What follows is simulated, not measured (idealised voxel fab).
process module | voxel gate over fins
cross-section cut | 255 nm wide | cells 5 nm
A cross-section is a grid of square cells, given in bands from the top down. A band is one or more rows of cells.
Each band's line starts with the height of the band's top and of its bottom, in nm. Then come its materials from left to right, each with its width in nm. One material with "throughout" fills the band from edge to edge. "air" is empty space.
Height 0 is the level under which the wafer as received is all one material. The lowest band goes on downwards, as in "0 down".
A width such as "30 to 40" changes by the same amount from each row of cells to the next, from the band's top row to its bottom row.
"no change" after a step means that no cell of the cross-section changed.
closed voids: empty space of 8 cells or more with no open way to the top, each as width x height at its distance from the left edge, in nm
after a step's settings: what the simulator itself notes on the step
overlay nm, on a step with a mask: how far to the right of its planned place the mask lay; to the left if negative
plan
1 op RECEIVE | material Si
2 op CONFORMAL_DEP | material SiN | thk nm 5
3 op DIRECTIONAL_DEP | material aC | thk nm 15
4 op PATTERN | tone cover | mask id FINS | material resist | width nm 15 | pitch nm 45 | thk nm 35 | overlay nm 0
5 op DIRECTIONAL_ETCH | etch materials aC | depth nm 15
6 op STRIP | etch materials resist
7 op DIRECTIONAL_ETCH | etch materials SiN | depth nm 5
8 op DIRECTIONAL_ETCH | etch materials Si | depth nm 40
9 op STRIP | etch materials aC
10 op FILL_DEP | material SiO2 | thk nm 10
11 op CMP | height nm 5
12 op SELECTIVE_ETCH | etch materials SiO2 | depth nm 15
13 op STRIP | etch materials SiN
14 op CONFORMAL_DEP | material HfO2 | thk nm 5
15 op CONFORMAL_DEP | material TiN | thk nm 5
16 op CONFORMAL_DEP | material TiAl | thk nm 5
17 op CONFORMAL_DEP | material TiN | thk nm 5
18 op FILL_DEP | material W | thk nm 10
19 op CMP | height nm 25
20 op CONFORMAL_DEP | material SiCN | thk nm 10
as received, after step 1
  0 down: Si throughout
  closed voids: none
first wafer at the end, as planned
  35 to 25: SiCN throughout
  25 to 20: W throughout
  20 to 15: W 75 | TiN 100 | W 80
  15 to 10: W 75 | TiN 5 | TiAl 90 | TiN 5 | W 80
  10 to 5: TiN 80 | TiAl 5 | TiN 35 | TiAl 10 | TiN 35 | TiAl 5 | TiN 85
  5 to 0: TiAl 85 | TiN 5 | HfO2 25 | TiN 5 | TiAl 10 | TiN 5 | HfO2 25 | TiN 5 | TiAl 90
  0 to -5: TiN 90 | HfO2 5 | Si 15 | HfO2 5 | TiN 20 | HfO2 5 | Si 15 | HfO2 5 | TiN 95
  -5 to -10: HfO2 95 | Si 15 | HfO2 30 | Si 15 | HfO2 100
  -10 to -40: SiO2 95 | Si 15 | SiO2 30 | Si 15 | SiO2 100
  -40 down: Si throughout
  closed voids: none
second wafer at the end: like start, like plan, one mistake
  35 to 25: SiCN throughout
  25 to 20: W throughout
  20 to 15: W 75 | TiN 100 | W 80
  15 to 10: W 75 | TiN 5 | TiAl 90 | TiN 5 | W 80
  10 to 5: W 75 | TiN 5 | TiAl 5 | TiN 35 | TiAl 10 | TiN 35 | TiAl 5 | TiN 5 | W 80
  5 to 0: W 75 | TiN 5 | TiAl 5 | TiN 5 | HfO2 25 | TiN 5 | TiAl 10 | TiN 5 | HfO2 25 | TiN 5 | TiAl 5 | TiN 5 | W 80
  0 to -5: W 75 | TiN 5 | TiAl 5 | TiN 5 | HfO2 5 | Si 15 | HfO2 5 | TiN 5 | TiAl 10 | TiN 5 | HfO2 5 | Si 15 | HfO2 5 | TiN 5 | TiAl 5 | TiN 5 | W 80
  -5 to -10: TiN 80 | TiAl 5 | TiN 5 | HfO2 5 | Si 15 | HfO2 5 | TiN 5 | TiAl 10 | TiN 5 | HfO2 5 | Si 15 | HfO2 5 | TiN 5 | TiAl 5 | TiN 85
  -10 to -15: TiAl 85 | TiN 5 | HfO2 5 | Si 15 | HfO2 5 | TiN 5 | TiAl 10 | TiN 5 | HfO2 5 | Si 15 | HfO2 5 | TiN 5 | TiAl 90
  -15 to -20: TiN 90 | HfO2 5 | Si 15 | HfO2 5 | TiN 20 | HfO2 5 | Si 15 | HfO2 5 | TiN 95
  -20 to -25: HfO2 95 | Si 15 | HfO2 30 | Si 15 | HfO2 100
  -25 to -40: SiO2 95 | Si 15 | SiO2 30 | Si 15 | SiO2 100
  -40 down: Si throughout
  closed voids: none
what went wrong: step 12 was run twice
at the end the second wafer has, in cells: 12 more of HfO2 | 135 fewer of SiO2 | 12 more of TiAl | 18 more of TiN | 93 more of W
